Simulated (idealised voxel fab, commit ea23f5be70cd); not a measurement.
Process module, titled voxel transistor to metal
We display cut, a cross-section 160 nm in width whose square cells are each 5 nm.
Think of the cross-section as a grid of square cells. We describe it in bands, top to bottom, and each band covers one or more rows of those cells.
Heads up on the band format: heights come first, top then bottom, in nm. After that it's the materials left to right, each with its width in nm. A single material flagged "throughout" fills the whole band edge to edge, and "empty" means there's empty space there.
Height datum 0, below which the as-received substrate wafer is one material. Lowest band open at the bottom, running downward: "top 0, no bottom".
The two numbers in a width such as "30 to 40" mark its ends across the band: the first belongs to the top row of cells, the second to the bottom row, and from each row to the next the width moves by the same amount.
For the purposes of this document, the phrase "nothing different" attached to a step denotes that no cell within the cross-section was modified by that step.
Voids not open to the top, 8 cells minimum: see "Voids, sealed". Written width x height at distance; distance is from the left edge; nm.
Formally, on a step line, whatever follows the settings is a remark that the simulator itself makes on the step.
Among the settings permitted on a step's line is "overlay nm"; applied to a step with a mask, it specifies the extent to which the mask lay to the right of its planned position, whereas a negative figure signifies a position to the left.
Pairs, read this way: before one process step on the one hand, after it on the other, the after cross-section ending at the lowest band that changed; the step between, settings included, beneath. Same starting wafer throughout, but possibly different runs of this module, so no pair continues from the pair above unless its entry headed "Pre-processing view" says so.
### Pre-processing view
* top 55, bottom 50 | W throughout
* top 50, bottom 30 | SiO2 45 nm, then W 5 nm, then SiO2 60 nm, then W 5 nm, then SiO2 45 nm
* top 30, bottom 20 | SiO2 45 nm, then W 5 nm, then SiO2 15 nm, then SiN 5 nm, then SiCN 20 nm, then SiN 5 nm, then SiO2 15 nm, then W 5 nm, then SiO2 45 nm
* top 20, bottom 5 | SiO2 45 nm, then W 5 nm, then SiO2 15 nm, then SiN 5 nm, then polySi 20 nm, then SiN 5 nm, then SiO2 15 nm, then W 5 nm, then SiO2 45 nm
* top 5, bottom 0 | SiO2 30 nm, then SiN 5 nm, then SiO2 10 nm, then W 5 nm, then SiO2 5 nm, then SiGe 10 nm, then SiN 5 nm, then polySi 20 nm, then SiN 5 nm, then SiGe 10 nm, then SiO2 5 nm, then W 5 nm, then SiO2 10 nm, then SiN 5 nm, then SiO2 30 nm
* top 0, bottom -5 | SiO2 55 nm, then SiGe 10 nm, then SiO2 30 nm, then SiGe 10 nm, then SiO2 55 nm
* top -5, bottom -15 | SiO2 35 nm, then SiGe 30 nm, then Si 30 nm, then SiGe 30 nm, then SiO2 35 nm
* top -15, bottom -35 | SiO2 35 nm, then Si 90 nm, then SiO2 35 nm
* top -35, no bottom | Si throughout
* Voids, sealed: none
### Resultant Cross-Section
* top 45, bottom 30 | SiO2 45 nm, then W 5 nm, then SiO2 60 nm, then W 5 nm, then SiO2 45 nm
* Under the height 30 nothing was changed.
* Voids, sealed: none
What step was run between the cross-section before it and the cross-section after it, both above? CMP [height nm 45]
Pre-processing view: cross-section not repeated; it is the one shown after the step in the pair just above.
### Resultant Cross-Section
* top 50, bottom 45 | TiN throughout
* Under the height 45 nothing was changed.
* Voids, sealed: none
What step was run between the cross-section before it and the cross-section after it, both above? DIRECTIONAL_DEP [material TiN] [thk nm 5]
Pre-processing view: cross-section not repeated; it is the one shown after the step in the pair just above.
### Resultant Cross-Section
* top 65, bottom 50 | Ru throughout
* Under the height 50 nothing was changed.
* Voids, sealed: none
What step was run between the cross-section before it and the cross-section after it, both above? DIRECTIONAL_DEP [material Ru] [thk nm 15]
Pre-processing view: cross-section not repeated; it is the one shown after the step in the pair just above.
### Resultant Cross-Section
* top 65, bottom 50 | empty 40 nm, then Ru 15 nm, then empty 50 nm, then Ru 15 nm, then empty 40 nm
* Under the height 50 nothing was changed.
* Voids, sealed: none
What step was run between the cross-section before it and the cross-section after it, both above? MASKED_ETCH [tone cover] [mask id METAL_1] [width nm 15] [pitch nm 65] [etch materials Ru] [depth nm 15] [overlay nm 0]
Pre-processing view: cross-section not repeated; it is the one shown after the step in the pair just above.
### Resultant Cross-Section
* top 65, bottom 50 | empty 40 nm, then Ru 15 nm, then empty 50 nm, then Ru 15 nm, then empty 40 nm
* top 50, bottom 45 | empty 40 nm, then TiN 15 nm, then empty 50 nm, then TiN 15 nm, then empty 40 nm
* Under the height 45 nothing was changed.
* Voids, sealed: none
What step was run between the cross-section before it and the cross-section after it, both above? MASKED_ETCH [tone cover] [mask id METAL_1] [width nm 15] [pitch nm 65] [etch materials TiN] [depth nm 5] [overlay nm 0]
Pre-processing view: cross-section not repeated; it is the one shown after the step in the pair just above.
### Resultant Cross-Section
* top 70, bottom 65 | lowk throughout
* top 65, bottom 50 | lowk 40 nm, then Ru 15 nm, then lowk 50 nm, then Ru 15 nm, then lowk 40 nm
* top 50, bottom 45 | lowk 40 nm, then TiN 15 nm, then lowk 50 nm, then TiN 15 nm, then lowk 40 nm
* Under the height 45 nothing was changed.
* Voids, sealed: none
What step was run between the cross-section before it and the cross-section after it, both above? FILL_DEP [material lowk] [thk nm 5]
Pre-processing view: cross-section not repeated; it is the one shown after the step in the pair just above.
### Resultant Cross-Section
* top 65, bottom 50 | lowk 40 nm, then Ru 15 nm, then lowk 50 nm, then Ru 15 nm, then lowk 40 nm
* Under the height 50 nothing was changed.
* Voids, sealed: none
What step was run between the cross-section before it and the cross-section after it, both above? CMP [height nm 65]
Pre-processing view: cross-section not repeated; it is the one shown after the step in the pair just above.
### Resultant Cross-Section
* top 70, bottom 65 | SiCN throughout
* Under the height 65 nothing was changed.
* Voids, sealed: none
What step was run between the cross-section before it and the cross-section after it, both above? CONFORMAL_DEP [material SiCN] [thk nm 5]
Pre-processing view: cross-section not repeated; it is the one shown after the step in the pair just above.
### Resultant Cross-Section
* top 95, bottom 70 | lowk throughout
* Under the height 70 nothing was changed.
* Voids, sealed: none
What step was run between the cross-section before it and the cross-section after it, both above? DIRECTIONAL_DEP [material lowk] [thk nm 25]
Pre-processing view: cross-section not repeated; it is the one shown after the step in the pair just above.
### Resultant Cross-Section
* top 95, bottom 80 | lowk 40 nm, then empty 15 nm, then lowk 50 nm, then empty 15 nm, then lowk 40 nm
* Under the height 80 nothing was changed.
* Voids, sealed: none
What step was run between the cross-section before it and the cross-section after it, both above? MASKED_ETCH [tone open] [mask id METAL_2] [width nm 15] [pitch nm 65] [etch materials lowk] [depth nm 15] [overlay nm 0]
Pre-processing view: cross-section not repeated; it is the one shown after the step in the pair just above.
### Resultant Cross-Section
* top 115, bottom 95 | resist 40 nm, then empty 15 nm, then resist 50 nm, then empty 15 nm, then resist 40 nm
* Under the height 95 nothing was changed.
* Voids, sealed: none
What step was run between the cross-section before it and the cross-section after it, both above? PATTERN [tone open] [mask id METAL_2_HOLES] [material resist] [width nm 15] [pitch nm 65] [thk nm 20] [overlay nm 0]
Pre-processing view: cross-section not repeated; it is the one shown after the step in the pair just above.
### Resultant Cross-Section
* top 115, bottom 95 | resist 40 nm, then empty 15 nm, then resist 50 nm, then empty 15 nm, then resist 40 nm
* top 95, bottom 70 | lowk 40 nm, then empty 15 nm, then lowk 50 nm, then empty 15 nm, then lowk 40 nm
* Under the height 70 nothing was changed.
* Voids, sealed: none
What step was run between the cross-section before it and the cross-section after it, both above? DIRECTIONAL_ETCH [etch materials lowk] [depth nm 10]
Pre-processing view: cross-section not repeated; it is the one shown after the step in the pair just above.
### Resultant Cross-Section
* top 115, bottom 95 | resist 40 nm, then empty 15 nm, then resist 50 nm, then empty 15 nm, then resist 40 nm
* top 95, bottom 70 | lowk 40 nm, then empty 15 nm, then lowk 50 nm, then empty 15 nm, then lowk 40 nm
* top 70, bottom 65 | SiCN 40 nm, then empty 15 nm, then SiCN 50 nm, then empty 15 nm, then SiCN 40 nm
* Under the height 65 nothing was changed.
* Voids, sealed: none
What step was run between the cross-section before it and the cross-section after it, both above? DIRECTIONAL_ETCH [etch materials SiCN] [depth nm 5]
Pre-processing view: cross-section not repeated; it is the one shown after the step in the pair just above.
### Resultant Cross-Section
* top 95, bottom 70 | lowk 40 nm, then empty 15 nm, then lowk 50 nm, then empty 15 nm, then lowk 40 nm
* Under the height 70 nothing was changed.
* Voids, sealed: none
What step was run between the cross-section before it and the cross-section after it, both above? STRIP [etch materials resist]
Pre-processing view: cross-section not repeated; it is the one shown after the step in the pair just above.
### Resultant Cross-Section
* top 100, bottom 95 | TiN 45 nm, then empty 5 nm, then TiN 60 nm, then empty 5 nm, then TiN 45 nm
* top 95, bottom 70 | lowk 40 nm, then TiN 5 nm, then empty 5 nm, then TiN 5 nm, then lowk 50 nm, then TiN 5 nm, then empty 5 nm, then TiN 5 nm, then lowk 40 nm
* top 70, bottom 65 | SiCN 40 nm, then TiN 15 nm, then SiCN 50 nm, then TiN 15 nm, then SiCN 40 nm
* Under the height 65 nothing was changed.
* Voids, sealed: none
What step was run between the cross-section before it and the cross-section after it, both above? CONFORMAL_DEP [material TiN] [thk nm 5]
Pre-processing view: cross-section not repeated; it is the one shown after the step in the pair just above.
### Resultant Cross-Section
* top 110, bottom 100 | Cu throughout
* top 100, bottom 95 | TiN 45 nm, then Cu 5 nm, then TiN 60 nm, then Cu 5 nm, then TiN 45 nm
* top 95, bottom 70 | lowk 40 nm, then TiN 5 nm, then Cu 5 nm, then TiN 5 nm, then lowk 50 nm, then TiN 5 nm, then Cu 5 nm, then TiN 5 nm, then lowk 40 nm
* Under the height 70 nothing was changed.
* Voids, sealed: none
What step was run between the cross-section before it and the cross-section after it, both above? FILL_DEP [material Cu] [thk nm 10]
Pre-processing view: cross-section not repeated; it is the one shown after the step in the pair just above.
### Resultant Cross-Section
* top 95, bottom 70 | lowk 40 nm, then TiN 5 nm, then Cu 5 nm, then TiN 5 nm, then lowk 50 nm, then TiN 5 nm, then Cu 5 nm, then TiN 5 nm, then lowk 40 nm
* Under the height 70 nothing was changed.
* Voids, sealed: none
What step was run between the cross-section before it and the cross-section after it, both above? CMP [height nm 95]
Pre-processing view: cross-section not repeated; it is the one shown after the step in the pair just above.
### Resultant Cross-Section
* top 100, bottom 95 | SiCN throughout
* Under the height 95 nothing was changed.
* Voids, sealed: none
What step was run between the cross-section before it and the cross-section after it, both above? CONFORMAL_DEP [material SiCN] [thk nm 5]
### Pre-processing view
* top 95, bottom 70 | lowk throughout
* top 70, bottom 65 | SiCN throughout
* top 65, bottom 50 | lowk 40 nm, then Ru 15 nm, then lowk 50 nm, then Ru 15 nm, then lowk 40 nm
* top 50, bottom 45 | lowk 40 nm, then TiN 15 nm, then lowk 50 nm, then TiN 15 nm, then lowk 40 nm
* top 45, bottom 30 | SiO2 40 nm, then TiN 5 nm, then W 5 nm, then TiN 5 nm, then SiO2 50 nm, then TiN 5 nm, then W 5 nm, then TiN 5 nm, then SiO2 40 nm
* top 30, bottom 20 | SiO2 40 nm, then TiN 5 nm, then W 5 nm, then TiN 5 nm, then SiO2 10 nm, then SiN 5 nm, then SiCN 20 nm, then SiN 5 nm, then SiO2 10 nm, then TiN 5 nm, then W 5 nm, then TiN 5 nm, then SiO2 40 nm
* top 20, bottom 5 | SiO2 40 nm, then TiN 5 nm, then W 5 nm, then TiN 5 nm, then SiO2 10 nm, then SiN 5 nm, then polySi 20 nm, then SiN 5 nm, then SiO2 10 nm, then TiN 5 nm, then W 5 nm, then TiN 5 nm, then SiO2 40 nm
* top 5, bottom 0 | SiO2 30 nm, then SiN 5 nm, then SiO2 5 nm, then TiN 5 nm, then W 5 nm, then TiN 5 nm, then SiGe 10 nm, then SiN 5 nm, then polySi 20 nm, then SiN 5 nm, then SiGe 10 nm, then TiN 5 nm, then W 5 nm, then TiN 5 nm, then SiO2 5 nm, then SiN 5 nm, then SiO2 30 nm
* top 0, bottom -5 | SiO2 40 nm, then TiN 15 nm, then SiGe 10 nm, then SiO2 30 nm, then SiGe 10 nm, then TiN 15 nm, then SiO2 40 nm
* top -5, bottom -15 | SiO2 35 nm, then SiGe 30 nm, then Si 30 nm, then SiGe 30 nm, then SiO2 35 nm
* top -15, bottom -35 | SiO2 35 nm, then Si 90 nm, then SiO2 35 nm
* top -35, no bottom | Si throughout
* Voids, sealed: none
### Resultant Cross-Section
* top 95, bottom 80 | empty 40 nm, then lowk 15 nm, then empty 50 nm, then lowk 15 nm, then empty 40 nm
* Under the height 80 nothing was changed.
* Voids, sealed: none
What step was run between the cross-section before it and the cross-section after it, both above? MASKED_ETCH [tone cover] [mask id METAL_2] [width nm 15] [pitch nm 65] [etch materials lowk] [depth nm 15] [overlay nm 0]
Pre-processing view: cross-section not repeated; it is the one shown after the step in the pair just above.
### Resultant Cross-Section
* top 115, bottom 95 | resist 40 nm, then empty 15 nm, then resist 50 nm, then empty 15 nm, then resist 40 nm
* top 95, bottom 80 | resist 40 nm, then lowk 15 nm, then resist 50 nm, then lowk 15 nm, then resist 40 nm
* Under the height 80 nothing was changed.
* Voids, sealed: none
What step was run between the cross-section before it and the cross-section after it, both above? PATTERN [tone open] [mask id METAL_2_HOLES] [material resist] [width nm 15] [pitch nm 65] [thk nm 20] [overlay nm 0]
Pre-processing view: cross-section not repeated; it is the one shown after the step in the pair just above.
### Resultant Cross-Section
* top 115, bottom 85 | resist 40 nm, then empty 15 nm, then resist 50 nm, then empty 15 nm, then resist 40 nm
* Under the height 85 nothing was changed.
* Voids, sealed: none
What step was run between the cross-section before it and the cross-section after it, both above? DIRECTIONAL_ETCH [etch materials lowk] [depth nm 10]
Pre-processing view: cross-section not repeated; it is the one shown after the step in the pair just above.
### Resultant Cross-Section
* top 85, bottom 80 | empty 40 nm, then lowk 15 nm, then empty 50 nm, then lowk 15 nm, then empty 40 nm
* Under the height 80 nothing was changed.
* Voids, sealed: none
What step was run between the cross-section before it and the cross-section after it, both above? STRIP [etch materials resist]
Pre-processing view: cross-section not repeated; it is the one shown after the step in the pair just above.
### Resultant Cross-Section
* top 90, bottom 85 | empty 35 nm, then TiN 25 nm, then empty 40 nm, then TiN 25 nm, then empty 35 nm
* top 85, bottom 80 | TiN 40 nm, then lowk 15 nm, then TiN 50 nm, then lowk 15 nm, then TiN 40 nm
* Under the height 80 nothing was changed.
* Voids, sealed: none
What step was run between the cross-section before it and the cross-section after it, both above? CONFORMAL_DEP [material TiN] [thk nm 5]
Pre-processing view: cross-section not repeated; it is the one shown after the step in the pair just above.
### Resultant Cross-Section
* top 100, bottom 90 | Cu throughout
* top 90, bottom 85 | Cu 35 nm, then TiN 25 nm, then Cu 40 nm, then TiN 25 nm, then Cu 35 nm
* Under the height 85 nothing was changed.
* Voids, sealed: none
What step was run between the cross-section before it and the cross-section after it, both above? FILL_DEP [material Cu] [thk nm 10]
Pre-processing view: cross-section not repeated; it is the one shown after the step in the pair just above.
### Resultant Cross-Section
* top 95, bottom 90 | Cu throughout
* Under the height 90 nothing was changed.
* Voids, sealed: none
What step was run between the cross-section before it and the cross-section after it, both above? CMP [height nm 95]
Pre-processing view: cross-section not repeated; it is the one shown after the step in the pair just above.
### Resultant Cross-Section
* top 100, bottom 95 | SiCN throughout
* Under the height 95 nothing was changed.
* Voids, sealed: none
What step was run between the cross-section before it and the cross-section after it, both above? CONFORMAL_DEP [material SiCN] [thk nm 5]
